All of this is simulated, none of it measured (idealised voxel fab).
voxel spacer lines: a process module
It is cross-section cut that appears here, measuring 175 nm in width, its square cells being 5 nm in size.
A cross-section is a grid of square cells, given in bands from the top down. A band is one or more rows of cells. Quick guide to a band line: top height, bottom height (nm) up front; then every material left to right with its width in nm. Only one material and it's marked "full width"? Then it fills the band edge to edge. And "blank" just means empty space. For the purposes of this specification, 0 denotes the height below which the wafer in its as-received condition is composed wholly of one material, and the lowermost band, lacking a lower limit, extends downward without end, as expressed in "0 and below". A width such as "30..40" changes by the same amount from each row of cells to the next, from the band's top row to its bottom row. You'll sometimes find "remained the same" written for a step, and that's the way of saying that nowhere in the cross-section did a cell change during that step. Closed empty spaces (no open way to the top) of 8 cells or more are what "Unvented internal voids" lists, each as width x height at distance from the left edge, nm for all three. What comes after the settings on a step's line is commentary from the simulator itself on that step. If you see "overlay nm" on a step's line and that step has a mask, it's telling you how far right of where it was planned the mask ended up; a negative number means it went left instead.
# Set out below are the planned steps of the process
step 1: RECEIVE,material Si
step 2: CONFORMAL_DEP,material Al2O3,thk nm 10
step 3: DIRECTIONAL_DEP,material W,thk nm 15
step 4: DIRECTIONAL_DEP,material polySi,thk nm 30
step 5: PATTERN,tone cover,mask id MANDREL,material resist,width nm 15,pitch nm 50,thk nm 35,overlay nm 0
step 6: DIRECTIONAL_ETCH,etch materials polySi,depth nm 30
step 7: STRIP,etch materials resist
step 8: CONFORMAL_DEP,material SiO2,thk nm 10
step 9: DIRECTIONAL_ETCH,etch materials SiO2,depth nm 10
step 10: STRIP,etch materials polySi
step 11: DIRECTIONAL_ETCH,etch materials W,depth nm 15
step 12: STRIP,etch materials SiO2
step 13: FILL_DEP,material lowk,thk nm 10
step 14: CMP,height nm 25
# As received (post step 1): cross-section
    0 and below | Si full width
    Unvented internal voids: none
# Cross-sectional image of the first of two wafers at the end of the module, the run having proceeded as planned
    25 down to 10 | lowk 20, then W 10, then lowk 15, then W 10, then lowk 15, then W 10, then lowk 15, then W 10, then lowk 15, then W 10, then lowk 15, then W 10, then lowk 20
    10 down to 0 | Al2O3 full width
    0 and below | Si full width
    Unvented internal voids: none
# Cross-sectional image of the second wafer of the two following completion of the module. Starting state and process plan were the same as for the first wafer; one execution error occurred
    25 down to 15 | Al2O3 full width
    15 down to 0 | W full width
    0 and below | Si full width
    Unvented internal voids: none
Deviation noted in wafer processing: plan steps 2 and 3 run swapped
The second wafer ends with more or fewer cells of some materials than the first, per final count: W: 69 more, lowk: 69 fewer
